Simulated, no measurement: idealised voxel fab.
process module | voxel wiring stack
cross-section cut | 220 nm wide | cells 5 nm
A cross-section is a grid of square cells, given in bands from the top down. A band is one or more rows of cells.
Each band's line starts with the height of the band's top and of its bottom, in nm. Then come its materials from left to right, each with its width in nm. One material with "throughout" fills the band from edge to edge. "air" is empty space.
Height 0 is the level under which the wafer as received is all one material. The lowest band goes on downwards, as in "0 down".
A width such as "30 to 40" changes by the same amount from each row of cells to the next, from the band's top row to its bottom row.
"no change" after a step means that no cell of the cross-section changed.
closed voids: empty space of 8 cells or more with no open way to the top, each as width x height at its distance from the left edge, in nm
after a step's settings: what the simulator itself notes on the step
overlay nm, on a step with a mask: how far to the right of its planned place the mask lay; to the left if negative
Each pair below shows a cross-section before one step and the cross-section after it, down to the lowest band that changed. The line under each pair gives the step between them, with its settings. The pairs can come from different runs of this module on the same starting wafer, so a pair continues from the pair above only where its "before" says so.
before
  0 down: Si throughout
  closed voids: none
after
  15 to 0: SiO2 throughout
  below 0: unchanged
  closed voids: none
the step between: op CONFORMAL_DEP | material SiO2 | thk nm 15
before: the cross-section after the pair above
after
  20 to 15: SiCN throughout
  below 15: unchanged
  closed voids: none
the step between: op CONFORMAL_DEP | material SiCN | thk nm 5
before: the cross-section after the pair above
after
  35 to 20: lowk throughout
  below 20: unchanged
  closed voids: none
the step between: op DIRECTIONAL_DEP | material lowk | thk nm 15
before: the cross-section after the pair above
after
  50 to 35: resist 75 | air 25 | resist 20 | air 25 | resist 75
  below 35: unchanged
  closed voids: none
the step between: op PATTERN | tone open | mask id METAL_1 | material resist | width nm 25 | pitch nm 45 | thk nm 15 | overlay nm 0
before: the cross-section after the pair above
after
  50 to 35: resist 75 | air 25 | resist 20 | air 25 | resist 75
  35 to 20: lowk 75 | air 25 | lowk 20 | air 25 | lowk 75
  below 20: unchanged
  closed voids: none
the step between: op DIRECTIONAL_ETCH | etch materials lowk | depth nm 15
before: the cross-section after the pair above
after
  50 to 35: resist 75 | air 25 | resist 20 | air 25 | resist 75
  35 to 20: lowk 75 | air 25 | lowk 20 | air 25 | lowk 75
  20 to 15: SiCN 75 | air 25 | SiCN 20 | air 25 | SiCN 75
  below 15: unchanged
  closed voids: none
the step between: op DIRECTIONAL_ETCH | etch materials SiCN | depth nm 5
before: the cross-section after the pair above
after
  35 to 20: lowk 75 | air 25 | lowk 20 | air 25 | lowk 75
  below 20: unchanged
  closed voids: none
the step between: op STRIP | etch materials resist
before: the cross-section after the pair above
after
  40 to 35: TiN 80 | air 15 | TiN 30 | air 15 | TiN 80
  35 to 20: lowk 75 | TiN 5 | air 15 | TiN 5 | lowk 20 | TiN 5 | air 15 | TiN 5 | lowk 75
  20 to 15: SiCN 75 | TiN 25 | SiCN 20 | TiN 25 | SiCN 75
  below 15: unchanged
  closed voids: none
the step between: op CONFORMAL_DEP | material TiN | thk nm 5
before: the cross-section after the pair above
after
  50 to 40: Cu throughout
  40 to 35: TiN 80 | Cu 15 | TiN 30 | Cu 15 | TiN 80
  35 to 20: lowk 75 | TiN 5 | Cu 15 | TiN 5 | lowk 20 | TiN 5 | Cu 15 | TiN 5 | lowk 75
  below 20: unchanged
  closed voids: none
the step between: op FILL_DEP | material Cu | thk nm 10
before: the cross-section after the pair above
after
  35 to 20: lowk 75 | TiN 5 | Cu 15 | TiN 5 | lowk 20 | TiN 5 | Cu 15 | TiN 5 | lowk 75
  below 20: unchanged
  closed voids: none
the step between: op CMP | height nm 35
before: the cross-section after the pair above
after
  40 to 35: air 70 | Ru 35 | air 10 | Ru 35 | air 70
  below 35: unchanged
  closed voids: none
the step between: op EPI | material Ru | thk nm 5
before: the cross-section after the pair above
after
  45 to 40: SiCN throughout
  40 to 35: SiCN 70 | Ru 35 | SiCN 10 | Ru 35 | SiCN 70
  below 35: unchanged
  closed voids: none
the step between: op FILL_DEP | material SiCN | thk nm 5
before: the cross-section after the pair above
after
  65 to 45: lowk throughout
  below 45: unchanged
  closed voids: none
the step between: op DIRECTIONAL_DEP | material lowk | thk nm 20
before: the cross-section after the pair above
after
  85 to 65: resist 75 | air 15 | resist 130
  below 65: unchanged
  closed voids: none
the step between: op PATTERN | tone open | mask id PLUG_1 | material resist | width nm 15 | thk nm 20 | overlay nm 0
before: the cross-section after the pair above
after
  85 to 65: resist 75 | air 15 | resist 130
  65 to 45: lowk 75 | air 15 | lowk 130
  below 45: unchanged
  closed voids: none
the step between: op DIRECTIONAL_ETCH | etch materials lowk | depth nm 20
before: the cross-section after the pair above
after
  85 to 65: resist 75 | air 15 | resist 130
  65 to 45: lowk 75 | air 15 | lowk 130
  45 to 40: SiCN 75 | air 15 | SiCN 130
  below 40: unchanged
  closed voids: none
the step between: op DIRECTIONAL_ETCH | etch materials SiCN | depth nm 5
before: the cross-section after the pair above
after
  65 to 45: lowk 75 | air 15 | lowk 130
  below 45: unchanged
  closed voids: none
the step between: op STRIP | etch materials resist
before: the cross-section after the pair above
after
  70 to 65: TiN 80 | air 5 | TiN 135
  65 to 45: lowk 75 | TiN 5 | air 5 | TiN 5 | lowk 130
  45 to 40: SiCN 75 | TiN 15 | SiCN 130
  below 40: unchanged
  closed voids: none
the step between: op CONFORMAL_DEP | material TiN | thk nm 5
before: the cross-section after the pair above
after
  80 to 70: Cu throughout
  70 to 65: TiN 80 | Cu 5 | TiN 135
  65 to 45: lowk 75 | TiN 5 | Cu 5 | TiN 5 | lowk 130
  below 45: unchanged
  closed voids: none
the step between: op FILL_DEP | material Cu | thk nm 10
before: the cross-section after the pair above
after
  65 to 45: lowk 75 | TiN 5 | Cu 5 | TiN 5 | lowk 130
  below 45: unchanged
  closed voids: none
the step between: op CMP | height nm 65
before: the cross-section after the pair above
after
  70 to 65: SiCN throughout
  below 65: unchanged
  closed voids: none
the step between: op CONFORMAL_DEP | material SiCN | thk nm 5
before: the cross-section after the pair above
after
  90 to 70: lowk throughout
  below 70: unchanged
  closed voids: none
the step between: op DIRECTIONAL_DEP | material lowk | thk nm 20
before: the cross-section after the pair above
after
  105 to 90: resist 75 | air 25 | resist 20 | air 25 | resist 75
  below 90: unchanged
  closed voids: none
the step between: op PATTERN | tone open | mask id METAL_2 | material resist | width nm 25 | pitch nm 45 | thk nm 15 | overlay nm 0
before: the cross-section after the pair above
after
  105 to 90: resist 75 | air 25 | resist 20 | air 25 | resist 75
  90 to 70: lowk 75 | air 25 | lowk 20 | air 25 | lowk 75
  below 70: unchanged
  closed voids: none
the step between: op DIRECTIONAL_ETCH | etch materials lowk | depth nm 20
before: the cross-section after the pair above
after
  105 to 90: resist 75 | air 25 | resist 20 | air 25 | resist 75
  90 to 70: lowk 75 | air 25 | lowk 20 | air 25 | lowk 75
  70 to 65: SiCN 75 | air 25 | SiCN 20 | air 25 | SiCN 75
  below 65: unchanged
  closed voids: none
the step between: op DIRECTIONAL_ETCH | etch materials SiCN | depth nm 5
before: the cross-section after the pair above
after
  90 to 70: lowk 75 | air 25 | lowk 20 | air 25 | lowk 75
  below 70: unchanged
  closed voids: none
the step between: op STRIP | etch materials resist
before: the cross-section after the pair above
after
  95 to 90: TiN 80 | air 15 | TiN 30 | air 15 | TiN 80
  90 to 70: lowk 75 | TiN 5 | air 15 | TiN 5 | lowk 20 | TiN 5 | air 15 | TiN 5 | lowk 75
  70 to 65: SiCN 75 | TiN 25 | SiCN 20 | TiN 25 | SiCN 75
  below 65: unchanged
  closed voids: none
the step between: op CONFORMAL_DEP | material TiN | thk nm 5
before: the cross-section after the pair above
after
  100 to 95: Cu throughout
  95 to 90: TiN 80 | Cu 15 | TiN 30 | Cu 15 | TiN 80
  90 to 70: lowk 75 | TiN 5 | Cu 15 | TiN 5 | lowk 20 | TiN 5 | Cu 15 | TiN 5 | lowk 75
  below 70: unchanged
  closed voids: none
the step between: op FILL_DEP | material Cu | thk nm 5
before: the cross-section after the pair above
after
  90 to 70: lowk 75 | TiN 5 | Cu 15 | TiN 5 | lowk 20 | TiN 5 | Cu 15 | TiN 5 | lowk 75
  below 70: unchanged
  closed voids: none
the step between: op CMP | height nm 90
before: the cross-section after the pair above
after
  95 to 90: air 70 | Ru 35 | air 10 | Ru 35 | air 70
  below 90: unchanged
  closed voids: none
the step between: op EPI | material Ru | thk nm 5
before: the cross-section after the pair above
after
  100 to 95: SiCN throughout
  95 to 90: SiCN 70 | Ru 35 | SiCN 10 | Ru 35 | SiCN 70
  below 90: unchanged
  closed voids: none
the step between: op FILL_DEP | material SiCN | thk nm 5
before: the cross-section after the pair above
after
  130 to 100: SiO2 throughout
  below 100: unchanged
  closed voids: none
the step between: op DIRECTIONAL_DEP | material SiO2 | thk nm 30
before: the cross-section after the pair above
after
  150 to 130: resist 75 | air 15 | resist 130
  below 130: unchanged
  closed voids: none
the step between: op PATTERN | tone open | mask id METAL_3_HOLES | material resist | width nm 15 | thk nm 20 | overlay nm 0
before: the cross-section after the pair above
after
  150 to 130: resist 75 | air 15 | resist 130
  130 to 100: SiO2 75 | air 15 | SiO2 130
  below 100: unchanged
  closed voids: none
the step between: op DIRECTIONAL_ETCH | etch materials SiO2 | depth nm 30
before: the cross-section after the pair above
after
  130 to 100: SiO2 75 | air 15 | SiO2 130
  below 100: unchanged
  closed voids: none
the step between: op STRIP | etch materials resist
before: the cross-section after the pair above
after
  150 to 130: resist 75 | air 25 | resist 20 | air 25 | resist 75
  below 130: unchanged
  closed voids: none
the step between: op PATTERN | tone open | mask id METAL_3 | material resist | width nm 25 | pitch nm 45 | thk nm 20 | overlay nm 0
before: the cross-section after the pair above
after
  150 to 130: resist 75 | air 25 | resist 20 | air 25 | resist 75
  130 to 115: SiO2 75 | air 25 | SiO2 20 | air 25 | SiO2 75
  below 115: unchanged
  closed voids: none
the step between: op DIRECTIONAL_ETCH | etch materials SiO2 | depth nm 15
before: the cross-section after the pair above
after
  150 to 130: resist 75 | air 25 | resist 20 | air 25 | resist 75
  130 to 115: SiO2 75 | air 25 | SiO2 20 | air 25 | SiO2 75
  115 to 100: SiO2 75 | air 15 | SiO2 130
  100 to 95: SiCN 75 | air 15 | SiCN 130
  below 95: unchanged
  closed voids: none
the step between: op DIRECTIONAL_ETCH | etch materials SiCN | depth nm 5
before: the cross-section after the pair above
after
  130 to 115: SiO2 75 | air 25 | SiO2 20 | air 25 | SiO2 75
  below 115: unchanged
  closed voids: none
the step between: op STRIP | etch materials resist
before: the cross-section after the pair above
after
  135 to 130: TiN 80 | air 15 | TiN 30 | air 15 | TiN 80
  130 to 120: SiO2 75 | TiN 5 | air 15 | TiN 5 | SiO2 20 | TiN 5 | air 15 | TiN 5 | SiO2 75
  120 to 115: SiO2 75 | TiN 5 | air 5 | TiN 15 | SiO2 20 | TiN 25 | SiO2 75
  115 to 100: SiO2 75 | TiN 5 | air 5 | TiN 5 | SiO2 130
  100 to 95: SiCN 75 | TiN 15 | SiCN 130
  below 95: unchanged
  closed voids: none
the step between: op CONFORMAL_DEP | material TiN | thk nm 5
before: the cross-section after the pair above
after
  145 to 135: Cu throughout
  135 to 130: TiN 80 | Cu 15 | TiN 30 | Cu 15 | TiN 80
  130 to 120: SiO2 75 | TiN 5 | Cu 15 | TiN 5 | SiO2 20 | TiN 5 | Cu 15 | TiN 5 | SiO2 75
  120 to 115: SiO2 75 | TiN 5 | Cu 5 | TiN 15 | SiO2 20 | TiN 25 | SiO2 75
  115 to 100: SiO2 75 | TiN 5 | Cu 5 | TiN 5 | SiO2 130
  below 100: unchanged
  closed voids: none
the step between: op FILL_DEP | material Cu | thk nm 10
before: the cross-section after the pair above
after
  130 to 120: SiO2 75 | TiN 5 | Cu 15 | TiN 5 | SiO2 20 | TiN 5 | Cu 15 | TiN 5 | SiO2 75
  below 120: unchanged
  closed voids: none
the step between: op CMP | height nm 130
before: the cross-section after the pair above
after
  135 to 130: SiCN throughout
  below 130: unchanged
  closed voids: none
the step between: op CONFORMAL_DEP | material SiCN | thk nm 5
before: the cross-section after the pair above
after
  165 to 135: lowk throughout
  below 135: unchanged
  closed voids: none
the step between: op DIRECTIONAL_DEP | material lowk | thk nm 30
before: the cross-section after the pair above
after
  180 to 165: resist 75 | air 25 | resist 20 | air 25 | resist 75
  below 165: unchanged
  closed voids: none
the step between: op PATTERN | tone open | mask id METAL_4 | material resist | width nm 25 | pitch nm 45 | thk nm 15 | overlay nm 0
before: the cross-section after the pair above
after
  180 to 165: resist 75 | air 25 | resist 20 | air 25 | resist 75
  165 to 150: lowk 75 | air 25 | lowk 20 | air 25 | lowk 75
  below 150: unchanged
  closed voids: none
the step between: op DIRECTIONAL_ETCH | etch materials lowk | depth nm 15
before: the cross-section after the pair above
after
  165 to 150: lowk 75 | air 25 | lowk 20 | air 25 | lowk 75
  below 150: unchanged
  closed voids: none
the step between: op STRIP | etch materials resist
before: the cross-section after the pair above
after
  180 to 165: resist 75 | air 15 | resist 30 | air 15 | resist 85
  165 to 150: lowk 75 | air 15 | resist 10 | lowk 20 | air 15 | resist 10 | lowk 75
  below 150: unchanged
  closed voids: none
the step between: op PATTERN | tone open | mask id METAL_4_HOLES | material resist | width nm 15 | pitch nm 45 | thk nm 15 | overlay nm 0
before: the cross-section after the pair above
after
  180 to 165: resist 75 | air 15 | resist 30 | air 15 | resist 85
  165 to 150: lowk 75 | air 15 | resist 10 | lowk 20 | air 15 | resist 10 | lowk 75
  150 to 135: lowk 75 | air 15 | lowk 30 | air 15 | lowk 85
  below 135: unchanged
  closed voids: none
the step between: op DIRECTIONAL_ETCH | etch materials lowk | depth nm 15
before: the cross-section after the pair above
after
  180 to 165: resist 75 | air 15 | resist 30 | air 15 | resist 85
  165 to 150: lowk 75 | air 15 | resist 10 | lowk 20 | air 15 | resist 10 | lowk 75
  150 to 135: lowk 75 | air 15 | lowk 30 | air 15 | lowk 85
  135 to 130: SiCN 75 | air 15 | SiCN 30 | air 15 | SiCN 85
  below 130: unchanged
  closed voids: none
the step between: op DIRECTIONAL_ETCH | etch materials SiCN | depth nm 5
before: the cross-section after the pair above
after
  165 to 150: lowk 75 | air 25 | lowk 20 | air 25 | lowk 75
  below 150: unchanged
  closed voids: none
the step between: op STRIP | etch materials resist
before: the cross-section after the pair above
after
  170 to 165: TiN 80 | air 15 | TiN 30 | air 15 | TiN 80
  165 to 155: lowk 75 | TiN 5 | air 15 | TiN 5 | lowk 20 | TiN 5 | air 15 | TiN 5 | lowk 75
  155 to 150: lowk 75 | TiN 5 | air 5 | TiN 15 | lowk 20 | TiN 5 | air 5 | TiN 15 | lowk 75
  150 to 135: lowk 75 | TiN 5 | air 5 | TiN 5 | lowk 30 | TiN 5 | air 5 | TiN 5 | lowk 85
  135 to 130: SiCN 75 | TiN 15 | SiCN 30 | TiN 15 | SiCN 85
  below 130: unchanged
  closed voids: none
the step between: op CONFORMAL_DEP | material TiN | thk nm 5
before: the cross-section after the pair above
after
  175 to 170: Cu throughout
  170 to 165: TiN 80 | Cu 15 | TiN 30 | Cu 15 | TiN 80
  165 to 155: lowk 75 | TiN 5 | Cu 15 | TiN 5 | lowk 20 | TiN 5 | Cu 15 | TiN 5 | lowk 75
  155 to 150: lowk 75 | TiN 5 | Cu 5 | TiN 15 | lowk 20 | TiN 5 | Cu 5 | TiN 15 | lowk 75
  150 to 135: lowk 75 | TiN 5 | Cu 5 | TiN 5 | lowk 30 | TiN 5 | Cu 5 | TiN 5 | lowk 85
  below 135: unchanged
  closed voids: none
the step between: op FILL_DEP | material Cu | thk nm 5
before: the cross-section after the pair above
after
  165 to 155: lowk 75 | TiN 5 | Cu 15 | TiN 5 | lowk 20 | TiN 5 | Cu 15 | TiN 5 | lowk 75
  below 155: unchanged
  closed voids: none
the step between: op CMP | height nm 165
before: the cross-section after the pair above
after
  170 to 165: SiCN throughout
  below 165: unchanged
  closed voids: none
the step between: op CONFORMAL_DEP | material SiCN | thk nm 5
before
  50 to 40: Cu throughout
  40 to 35: TiN 80 | Cu 15 | TiN 30 | Cu 15 | TiN 80
  35 to 20: lowk 75 | TiN 5 | Cu 15 | TiN 5 | lowk 20 | TiN 5 | Cu 15 | TiN 5 | lowk 75
  20 to 15: SiCN 75 | TiN 25 | SiCN 20 | TiN 25 | SiCN 75
  15 to 0: SiO2 throughout
  0 down: Si throughout
  closed voids: none
after
  55 to 50: Ru throughout
  below 50: unchanged
  closed voids: none
the step between: op EPI | material Ru | thk nm 5
before: the cross-section after the pair above
after
  60 to 55: SiCN throughout
  below 55: unchanged
  closed voids: none
the step between: op FILL_DEP | material SiCN | thk nm 5
before: the cross-section after the pair above
after
  80 to 60: lowk throughout
  below 60: unchanged
  closed voids: none
the step between: op DIRECTIONAL_DEP | material lowk | thk nm 20
before: the cross-section after the pair above
after
  100 to 80: resist 75 | air 15 | resist 130
  below 80: unchanged
  closed voids: none
the step between: op PATTERN | tone open | mask id PLUG_1 | material resist | width nm 15 | thk nm 20 | overlay nm 0
before: the cross-section after the pair above
after
  100 to 80: resist 75 | air 15 | resist 130
  80 to 60: lowk 75 | air 15 | lowk 130
  below 60: unchanged
  closed voids: none
the step between: op DIRECTIONAL_ETCH | etch materials lowk | depth nm 20
before: the cross-section after the pair above
after
  100 to 80: resist 75 | air 15 | resist 130
  80 to 60: lowk 75 | air 15 | lowk 130
  60 to 55: SiCN 75 | air 15 | SiCN 130
  below 55: unchanged
  closed voids: none
the step between: op DIRECTIONAL_ETCH | etch materials SiCN | depth nm 5
before: the cross-section after the pair above
after
  80 to 60: lowk 75 | air 15 | lowk 130
  below 60: unchanged
  closed voids: none
the step between: op STRIP | etch materials resist
before: the cross-section after the pair above
after
  85 to 80: TiN 80 | air 5 | TiN 135
  80 to 60: lowk 75 | TiN 5 | air 5 | TiN 5 | lowk 130
  60 to 55: SiCN 75 | TiN 15 | SiCN 130
  below 55: unchanged
  closed voids: none
the step between: op CONFORMAL_DEP | material TiN | thk nm 5
before: the cross-section after the pair above
after
  95 to 85: Cu throughout
  85 to 80: TiN 80 | Cu 5 | TiN 135
  80 to 60: lowk 75 | TiN 5 | Cu 5 | TiN 5 | lowk 130
  below 60: unchanged
  closed voids: none
the step between: op FILL_DEP | material Cu | thk nm 10
before: the cross-section after the pair above
after
  65 to 60: lowk 75 | TiN 5 | Cu 5 | TiN 5 | lowk 130
  below 60: unchanged
  closed voids: none
the step between: op CMP | height nm 65
before: the cross-section after the pair above
after
  70 to 65: SiCN throughout
  below 65: unchanged
  closed voids: none
the step between: op CONFORMAL_DEP | material SiCN | thk nm 5
before: the cross-section after the pair above
after
  90 to 70: lowk throughout
  below 70: unchanged
  closed voids: none
the step between: op DIRECTIONAL_DEP | material lowk | thk nm 20
before: the cross-section after the pair above
after
  105 to 90: resist 75 | air 25 | resist 20 | air 25 | resist 75
  below 90: unchanged
  closed voids: none
the step between: op PATTERN | tone open | mask id METAL_2 | material resist | width nm 25 | pitch nm 45 | thk nm 15 | overlay nm 0
before: the cross-section after the pair above
after
  105 to 90: resist 75 | air 25 | resist 20 | air 25 | resist 75
  90 to 70: lowk 75 | air 25 | lowk 20 | air 25 | lowk 75
  below 70: unchanged
  closed voids: none
the step between: op DIRECTIONAL_ETCH | etch materials lowk | depth nm 20
before: the cross-section after the pair above
after
  105 to 90: resist 75 | air 25 | resist 20 | air 25 | resist 75
  90 to 70: lowk 75 | air 25 | lowk 20 | air 25 | lowk 75
  70 to 65: SiCN 75 | air 25 | SiCN 20 | air 25 | SiCN 75
  below 65: unchanged
  closed voids: none
the step between: op DIRECTIONAL_ETCH | etch materials SiCN | depth nm 5
before: the cross-section after the pair above
after
  90 to 70: lowk 75 | air 25 | lowk 20 | air 25 | lowk 75
  below 70: unchanged
  closed voids: none
the step between: op STRIP | etch materials resist
before: the cross-section after the pair above
after
  95 to 90: TiN 80 | air 15 | TiN 30 | air 15 | TiN 80
  90 to 70: lowk 75 | TiN 5 | air 15 | TiN 5 | lowk 20 | TiN 5 | air 15 | TiN 5 | lowk 75
  70 to 65: SiCN 75 | TiN 25 | SiCN 20 | TiN 25 | SiCN 75
  below 65: unchanged
  closed voids: none
the step between: op CONFORMAL_DEP | material TiN | thk nm 5
before: the cross-section after the pair above
after
  100 to 95: Cu throughout
  95 to 90: TiN 80 | Cu 15 | TiN 30 | Cu 15 | TiN 80
  90 to 70: lowk 75 | TiN 5 | Cu 15 | TiN 5 | lowk 20 | TiN 5 | Cu 15 | TiN 5 | lowk 75
  below 70: unchanged
  closed voids: none
the step between: op FILL_DEP | material Cu | thk nm 5
before: the cross-section after the pair above
after
  90 to 70: lowk 75 | TiN 5 | Cu 15 | TiN 5 | lowk 20 | TiN 5 | Cu 15 | TiN 5 | lowk 75
  below 70: unchanged
  closed voids: none
the step between: op CMP | height nm 90
before: the cross-section after the pair above
after
  95 to 90: air 70 | Ru 35 | air 10 | Ru 35 | air 70
  below 90: unchanged
  closed voids: none
the step between: op EPI | material Ru | thk nm 5
before: the cross-section after the pair above
after
  100 to 95: SiCN throughout
  95 to 90: SiCN 70 | Ru 35 | SiCN 10 | Ru 35 | SiCN 70
  below 90: unchanged
  closed voids: none
the step between: op FILL_DEP | material SiCN | thk nm 5
before: the cross-section after the pair above
after
  130 to 100: SiO2 throughout
  below 100: unchanged
  closed voids: none
the step between: op DIRECTIONAL_DEP | material SiO2 | thk nm 30
before: the cross-section after the pair above
after
  150 to 130: resist 75 | air 15 | resist 130
  below 130: unchanged
  closed voids: none
the step between: op PATTERN | tone open | mask id METAL_3_HOLES | material resist | width nm 15 | thk nm 20 | overlay nm 0
before: the cross-section after the pair above
after
  150 to 130: resist 75 | air 15 | resist 130
  130 to 100: SiO2 75 | air 15 | SiO2 130
  below 100: unchanged
  closed voids: none
the step between: op DIRECTIONAL_ETCH | etch materials SiO2 | depth nm 30
before: the cross-section after the pair above
after
  130 to 100: SiO2 75 | air 15 | SiO2 130
  below 100: unchanged
  closed voids: none
the step between: op STRIP | etch materials resist
before: the cross-section after the pair above
after
  150 to 130: resist 75 | air 25 | resist 20 | air 25 | resist 75
  below 130: unchanged
  closed voids: none
the step between: op PATTERN | tone open | mask id METAL_3 | material resist | width nm 25 | pitch nm 45 | thk nm 20 | overlay nm 0
before: the cross-section after the pair above
after
  150 to 130: resist 75 | air 25 | resist 20 | air 25 | resist 75
  130 to 115: SiO2 75 | air 25 | SiO2 20 | air 25 | SiO2 75
  below 115: unchanged
  closed voids: none
the step between: op DIRECTIONAL_ETCH | etch materials SiO2 | depth nm 15
before: the cross-section after the pair above
after
  150 to 130: resist 75 | air 25 | resist 20 | air 25 | resist 75
  130 to 115: SiO2 75 | air 25 | SiO2 20 | air 25 | SiO2 75
  115 to 100: SiO2 75 | air 15 | SiO2 130
  100 to 95: SiCN 75 | air 15 | SiCN 130
  below 95: unchanged
  closed voids: none
the step between: op DIRECTIONAL_ETCH | etch materials SiCN | depth nm 5
before: the cross-section after the pair above
after
  130 to 115: SiO2 75 | air 25 | SiO2 20 | air 25 | SiO2 75
  below 115: unchanged
  closed voids: none
the step between: op STRIP | etch materials resist
before: the cross-section after the pair above
after
  135 to 130: TiN 80 | air 15 | TiN 30 | air 15 | TiN 80
  130 to 120: SiO2 75 | TiN 5 | air 15 | TiN 5 | SiO2 20 | TiN 5 | air 15 | TiN 5 | SiO2 75
  120 to 115: SiO2 75 | TiN 5 | air 5 | TiN 15 | SiO2 20 | TiN 25 | SiO2 75
  115 to 100: SiO2 75 | TiN 5 | air 5 | TiN 5 | SiO2 130
  100 to 95: SiCN 75 | TiN 15 | SiCN 130
  below 95: unchanged
  closed voids: none
the step between: op CONFORMAL_DEP | material TiN | thk nm 5
before: the cross-section after the pair above
after
  145 to 135: Cu throughout
  135 to 130: TiN 80 | Cu 15 | TiN 30 | Cu 15 | TiN 80
  130 to 120: SiO2 75 | TiN 5 | Cu 15 | TiN 5 | SiO2 20 | TiN 5 | Cu 15 | TiN 5 | SiO2 75
  120 to 115: SiO2 75 | TiN 5 | Cu 5 | TiN 15 | SiO2 20 | TiN 25 | SiO2 75
  115 to 100: SiO2 75 | TiN 5 | Cu 5 | TiN 5 | SiO2 130
  below 100: unchanged
  closed voids: none
the step between: op FILL_DEP | material Cu | thk nm 10
before: the cross-section after the pair above
after
  130 to 120: SiO2 75 | TiN 5 | Cu 15 | TiN 5 | SiO2 20 | TiN 5 | Cu 15 | TiN 5 | SiO2 75
  below 120: unchanged
  closed voids: none
the step between: op CMP | height nm 130
before: the cross-section after the pair above
after
  135 to 130: SiCN throughout
  below 130: unchanged
  closed voids: none
the step between: op CONFORMAL_DEP | material SiCN | thk nm 5
before: the cross-section after the pair above
after
  165 to 135: lowk throughout
  below 135: unchanged
  closed voids: none
the step between: op DIRECTIONAL_DEP | material lowk | thk nm 30
before: the cross-section after the pair above
after
  180 to 165: resist 75 | air 25 | resist 20 | air 25 | resist 75
  below 165: unchanged
  closed voids: none
the step between: op PATTERN | tone open | mask id METAL_4 | material resist | width nm 25 | pitch nm 45 | thk nm 15 | overlay nm 0
before: the cross-section after the pair above
after
  180 to 165: resist 75 | air 25 | resist 20 | air 25 | resist 75
  165 to 150: lowk 75 | air 25 | lowk 20 | air 25 | lowk 75
  below 150: unchanged
  closed voids: none
the step between: op DIRECTIONAL_ETCH | etch materials lowk | depth nm 15
before: the cross-section after the pair above
after
  165 to 150: lowk 75 | air 25 | lowk 20 | air 25 | lowk 75
  below 150: unchanged
  closed voids: none
the step between: op STRIP | etch materials resist
before: the cross-section after the pair above
after
  180 to 165: resist 75 | air 15 | resist 30 | air 15 | resist 85
  165 to 150: lowk 75 | air 15 | resist 10 | lowk 20 | air 15 | resist 10 | lowk 75
  below 150: unchanged
  closed voids: none
the step between: op PATTERN | tone open | mask id METAL_4_HOLES | material resist | width nm 15 | pitch nm 45 | thk nm 15 | overlay nm 0
before: the cross-section after the pair above
after
  180 to 165: resist 75 | air 15 | resist 30 | air 15 | resist 85
  165 to 150: lowk 75 | air 15 | resist 10 | lowk 20 | air 15 | resist 10 | lowk 75
  150 to 135: lowk 75 | air 15 | lowk 30 | air 15 | lowk 85
  below 135: unchanged
  closed voids: none
the step between: op DIRECTIONAL_ETCH | etch materials lowk | depth nm 15
before: the cross-section after the pair above
after
  180 to 165: resist 75 | air 15 | resist 30 | air 15 | resist 85
  165 to 150: lowk 75 | air 15 | resist 10 | lowk 20 | air 15 | resist 10 | lowk 75
  150 to 135: lowk 75 | air 15 | lowk 30 | air 15 | lowk 85
  135 to 130: SiCN 75 | air 15 | SiCN 30 | air 15 | SiCN 85
  below 130: unchanged
  closed voids: none
the step between: op DIRECTIONAL_ETCH | etch materials SiCN | depth nm 5
before: the cross-section after the pair above
after
  165 to 150: lowk 75 | air 25 | lowk 20 | air 25 | lowk 75
  below 150: unchanged
  closed voids: none
the step between: op STRIP | etch materials resist
before: the cross-section after the pair above
after
  170 to 165: TiN 80 | air 15 | TiN 30 | air 15 | TiN 80
  165 to 155: lowk 75 | TiN 5 | air 15 | TiN 5 | lowk 20 | TiN 5 | air 15 | TiN 5 | lowk 75
  155 to 150: lowk 75 | TiN 5 | air 5 | TiN 15 | lowk 20 | TiN 5 | air 5 | TiN 15 | lowk 75
  150 to 135: lowk 75 | TiN 5 | air 5 | TiN 5 | lowk 30 | TiN 5 | air 5 | TiN 5 | lowk 85
  135 to 130: SiCN 75 | TiN 15 | SiCN 30 | TiN 15 | SiCN 85
  below 130: unchanged
  closed voids: none
the step between: op CONFORMAL_DEP | material TiN | thk nm 5
before: the cross-section after the pair above
after
  175 to 170: Cu throughout
  170 to 165: TiN 80 | Cu 15 | TiN 30 | Cu 15 | TiN 80
  165 to 155: lowk 75 | TiN 5 | Cu 15 | TiN 5 | lowk 20 | TiN 5 | Cu 15 | TiN 5 | lowk 75
  155 to 150: lowk 75 | TiN 5 | Cu 5 | TiN 15 | lowk 20 | TiN 5 | Cu 5 | TiN 15 | lowk 75
  150 to 135: lowk 75 | TiN 5 | Cu 5 | TiN 5 | lowk 30 | TiN 5 | Cu 5 | TiN 5 | lowk 85
  below 135: unchanged
  closed voids: none
the step between: op FILL_DEP | material Cu | thk nm 5
before: the cross-section after the pair above
after
  165 to 155: lowk 75 | TiN 5 | Cu 15 | TiN 5 | lowk 20 | TiN 5 | Cu 15 | TiN 5 | lowk 75
  below 155: unchanged
  closed voids: none
the step between: op CMP | height nm 165
before: the cross-section after the pair above
after
  170 to 165: SiCN throughout
  below 165: unchanged
  closed voids: none
the step between: op CONFORMAL_DEP | material SiCN | thk nm 5
before
  15 to 0: SiO2 throughout
  0 down: Si throughout
  closed voids: none
after
  30 to 0: SiO2 throughout
  below 0: unchanged
  closed voids: none
the step between: op CONFORMAL_DEP | material SiO2 | thk nm 15
before: the cross-section after the pair above
after
  35 to 30: SiCN throughout
  below 30: unchanged
  closed voids: none
the step between: op CONFORMAL_DEP | material SiCN | thk nm 5
before: the cross-section after the pair above
after
  50 to 35: lowk throughout
  below 35: unchanged
  closed voids: none
the step between: op DIRECTIONAL_DEP | material lowk | thk nm 15
before: the cross-section after the pair above
after
  65 to 50: resist 75 | air 25 | resist 20 | air 25 | resist 75
  below 50: unchanged
  closed voids: none
the step between: op PATTERN | tone open | mask id METAL_1 | material resist | width nm 25 | pitch nm 45 | thk nm 15 | overlay nm 0
before: the cross-section after the pair above
after
  65 to 50: resist 75 | air 25 | resist 20 | air 25 | resist 75
  50 to 35: lowk 75 | air 25 | lowk 20 | air 25 | lowk 75
  below 35: unchanged
  closed voids: none
the step between: op DIRECTIONAL_ETCH | etch materials lowk | depth nm 15
before: the cross-section after the pair above
after
  65 to 50: resist 75 | air 25 | resist 20 | air 25 | resist 75
  50 to 35: lowk 75 | air 25 | lowk 20 | air 25 | lowk 75
  35 to 30: SiCN 75 | air 25 | SiCN 20 | air 25 | SiCN 75
  below 30: unchanged
  closed voids: none
the step between: op DIRECTIONAL_ETCH | etch materials SiCN | depth nm 5
before: the cross-section after the pair above
after
  50 to 35: lowk 75 | air 25 | lowk 20 | air 25 | lowk 75
  below 35: unchanged
  closed voids: none
the step between: op STRIP | etch materials resist
before: the cross-section after the pair above
after
  55 to 50: TiN 80 | air 15 | TiN 30 | air 15 | TiN 80
  50 to 35: lowk 75 | TiN 5 | air 15 | TiN 5 | lowk 20 | TiN 5 | air 15 | TiN 5 | lowk 75
  35 to 30: SiCN 75 | TiN 25 | SiCN 20 | TiN 25 | SiCN 75
  below 30: unchanged
  closed voids: none
the step between: op CONFORMAL_DEP | material TiN | thk nm 5
